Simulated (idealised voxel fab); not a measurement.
process module | voxel ribs on slabs
cross-section cut | 265 nm wide | cells 5 nm
A cross-section is a grid of square cells, given in bands from the top down. A band is one or more rows of cells.
Each band's line starts with the height of the band's top and of its bottom, in nm. Then come its materials from left to right, each with its width in nm. One material with "throughout" fills the band from edge to edge. "air" is empty space.
Height 0 is the level under which the wafer as received is all one material. The lowest band goes on downwards, as in "0 down".
A width such as "30 to 40" changes by the same amount from each row of cells to the next, from the band's top row to its bottom row.
"no change" after a step means that no cell of the cross-section changed.
closed voids: empty space of 8 cells or more with no open way to the top, each as width x height at its distance from the left edge, in nm
after a step's settings: what the simulator itself notes on the step
overlay nm, on a step with a mask: how far to the right of its planned place the mask lay; to the left if negative
plan
1 op RECEIVE | material Si
2 op DIRECTIONAL_DEP | material SiO2 | thk nm 30
3 op DIRECTIONAL_DEP | material SiN | thk nm 15
4 op PATTERN | tone cover | mask id RIB | material resist | width nm 20 | thk nm 20 | overlay nm 0
5 op DIRECTIONAL_ETCH | etch materials SiN | depth nm 10
6 op STRIP | etch materials resist
7 op PATTERN | tone cover | mask id SLAB | material resist | width nm 80 | thk nm 20 | overlay nm 0
8 op DIRECTIONAL_ETCH | etch materials SiN | depth nm 5
9 op STRIP | etch materials resist
10 op FILL_DEP | material SiO2 | thk nm 20
11 op CMP | height nm 55
12 op DIRECTIONAL_DEP | material W | thk nm 5
13 op DIRECTIONAL_DEP | material aC | thk nm 15
14 op PATTERN | tone cover | mask id HEATER | material resist | width nm 30 | thk nm 30 | overlay nm 0
15 op DIRECTIONAL_ETCH | etch materials aC | depth nm 15
16 op STRIP | etch materials resist
17 op DIRECTIONAL_ETCH | etch materials W | depth nm 5
18 op STRIP | etch materials aC
19 op CONFORMAL_DEP | material SiO2 | thk nm 10
as received, after step 1
  0 down: Si throughout
  closed voids: none
a wafer at the end: this start, this plan, one mistake
  70 to 65: air 105 | SiO2 50 | air 110
  65 to 60: SiO2 throughout
  60 to 55: SiO2 115 | W 30 | SiO2 120
  55 to 45: SiO2 throughout
  45 to 35: SiO2 120 | SiN 20 | SiO2 125
  35 to 30: SiO2 85 | SiN 90 | SiO2 90
  30 to 0: SiO2 throughout
  0 down: Si throughout
  closed voids: none
what went wrong: step 7 ran as: op PATTERN | tone cover | mask id SLAB | material resist | width nm 90 | thk nm 20 | overlay nm 0
